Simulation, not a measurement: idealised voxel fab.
The document below concerns the process module designated voxel capacitor over wiring.
Cross-sectional view cut (width: 190 nm; square cell size: 5 nm).
Square cells in a grid make up a cross-section in this document, and the grid is given as bands, listed from the top down, each one or more rows of cells. First you get the band's top height and its bottom height, in nm, and then the materials it's made of, left to right, with each width in nm. If you see a single material with "everywhere", that one covers the band edge to edge. "air" is empty space. We count height from 0. Below that, the starting wafer is all one material. The lowest band never ends at the bottom but goes on down; see "0 and below" for how that is written. With a width like "30->40", each row of cells in the band differs from the next by the same amount, the top row carrying the first number and the bottom row the second. The designation "no change occurred", where it is given for a processing step, indicates that no cell of the cross-section was altered in the course of that step. Reported under the label "Trapped cavities" are the empty spaces having no open way to the top and comprising 8 cells or more; the notation for each is width x height at distance, in which the distance is measured from the left edge and all three values are in nm. Whatever follows a step's settings on its line is a remark the simulator itself makes about that step. overlay nm: where the mask lay relative to plan, measured to the right, on steps with a mask; negatives go left.
THIS SECTION LISTS THE PROCESS STEPS THAT WERE PLANNED
1,RECEIVE | material Si
2,CONFORMAL_DEP | material SiO2 | thk nm 15
3,DIRECTIONAL_DEP | material TiN | thk nm 5
4,DIRECTIONAL_DEP | material Ru | thk nm 20
5,DIRECTIONAL_DEP | material aC | thk nm 10
6,PATTERN | tone cover | mask id METAL_1 | material resist | width nm 20 | pitch nm 70 | thk nm 25 | overlay nm 0
7,DIRECTIONAL_ETCH | etch materials aC | depth nm 10
8,STRIP | etch materials resist
9,DIRECTIONAL_ETCH | etch materials Ru | depth nm 20
10,DIRECTIONAL_ETCH | etch materials TiN | depth nm 5
11,STRIP | etch materials aC
12,CONFORMAL_DEP | material SiN | thk nm 5
13,FILL_DEP | material SiO2 | thk nm 10
14,CMP | height nm 40
15,CONFORMAL_DEP | material SiCN | thk nm 5
16,DIRECTIONAL_DEP | material lowk | thk nm 10
17,MASKED_ETCH | tone open | mask id PLUG_1 | width nm 15 | etch materials lowk | depth nm 10 | overlay nm 0
18,MASKED_ETCH | tone open | mask id PLUG_1 | width nm 15 | etch materials SiCN | depth nm 5 | overlay nm 0
19,EPI | material Ru | thk nm 10
20,EPI | material Ru | thk nm 5
21,DIRECTIONAL_DEP | material TiN | thk nm 5
22,DIRECTIONAL_DEP | material HfO2 | thk nm 5
23,DIRECTIONAL_DEP | material TiN | thk nm 5
24,DIRECTIONAL_DEP | material aC | thk nm 10
25,PATTERN | tone cover | mask id UPPER_PLATE | material resist | width nm 55 | thk nm 30 | overlay nm 0
26,DIRECTIONAL_ETCH | etch materials aC | depth nm 10
27,STRIP | etch materials resist
28,DIRECTIONAL_ETCH | etch materials TiN | depth nm 5
29,DIRECTIONAL_ETCH | etch materials HfO2 | depth nm 5
30,STRIP | etch materials aC
31,MASKED_ETCH | tone cover | mask id LOWER_PLATE | width nm 65 | etch materials TiN | depth nm 5 | overlay nm 0
32,FILL_DEP | material SiO2 | thk nm 15
33,CMP | height nm 80
34,PATTERN | tone open | mask id PLUG_2 | material resist | width nm 15 | thk nm 15 | overlay nm 0
35,DIRECTIONAL_ETCH | etch materials SiO2 | depth nm 10
36,STRIP | etch materials resist
37,CONFORMAL_DEP | material TiN | thk nm 5
38,FILL_DEP | material Cu | thk nm 5
39,CMP | height nm 80
40,CONFORMAL_DEP | material SiN | thk nm 5
AS-RECEIVED WAFER CROSS-SECTION (AFTER STEP 1)
0 and below: Si everywhere
Trapped cavities: none
CROSS-SECTIONAL IMAGE OF THE FIRST OF TWO WAFERS AT THE END OF THE MODULE, THE RUN HAVING PROCEEDED AS PLANNED
85 down to 80: SiN everywhere
80 down to 75: SiO2 65; TiN 5; Cu 5; TiN 5; SiO2 110
75 down to 65: SiO2 65->55; TiN 15->55; SiO2 110->80
65 down to 60: SiO2 55; HfO2 55; SiO2 80
60 down to 55: SiO2 50; TiN 65; SiO2 75
55 down to 45: lowk 55; Ru 15; lowk 120
45 down to 40: SiCN 55; Ru 15; SiCN 120
40 down to 20: SiO2 45; SiN 5; Ru 20; SiN 5; SiO2 40; SiN 5; Ru 20; SiN 5; SiO2 45
20 down to 15: SiN 50; TiN 20; SiN 50; TiN 20; SiN 50
15 down to 0: SiO2 everywhere
0 and below: Si everywhere
Trapped cavities: none
WHAT THE SECOND WAFER LOOKS LIKE IN CROSS-SECTION ONCE THE MODULE IS DONE. ITS START AND ITS PLAN MATCHED THE FIRST WAFER'S EXACTLY; WHAT DIFFERED WAS ONE MISTAKE IN HOW IT WAS RUN
85 down to 80: SiN everywhere
80 down to 75: Cu everywhere
75 down to 65: Cu 50; TiN 65; Cu 75
65 down to 60: Cu 45; TiN 10; HfO2 55; TiN 10; Cu 70
60 down to 55: TiN everywhere
55 down to 45: lowk 55; Ru 15; lowk 120
45 down to 40: SiCN 55; Ru 15; SiCN 120
40 down to 20: SiO2 45; SiN 5; Ru 20; SiN 5; SiO2 40; SiN 5; Ru 20; SiN 5; SiO2 45
20 down to 15: SiN 50; TiN 20; SiN 50; TiN 20; SiN 50
15 down to 0: SiO2 everywhere
0 and below: Si everywhere
Trapped cavities: none
Run error: note that step 36 departed from the planned setting and was carried out as STRIP | etch materials SiO2
at the end the second wafer has, in cells: Cu +110 | SiO2 -149 | TiN +39
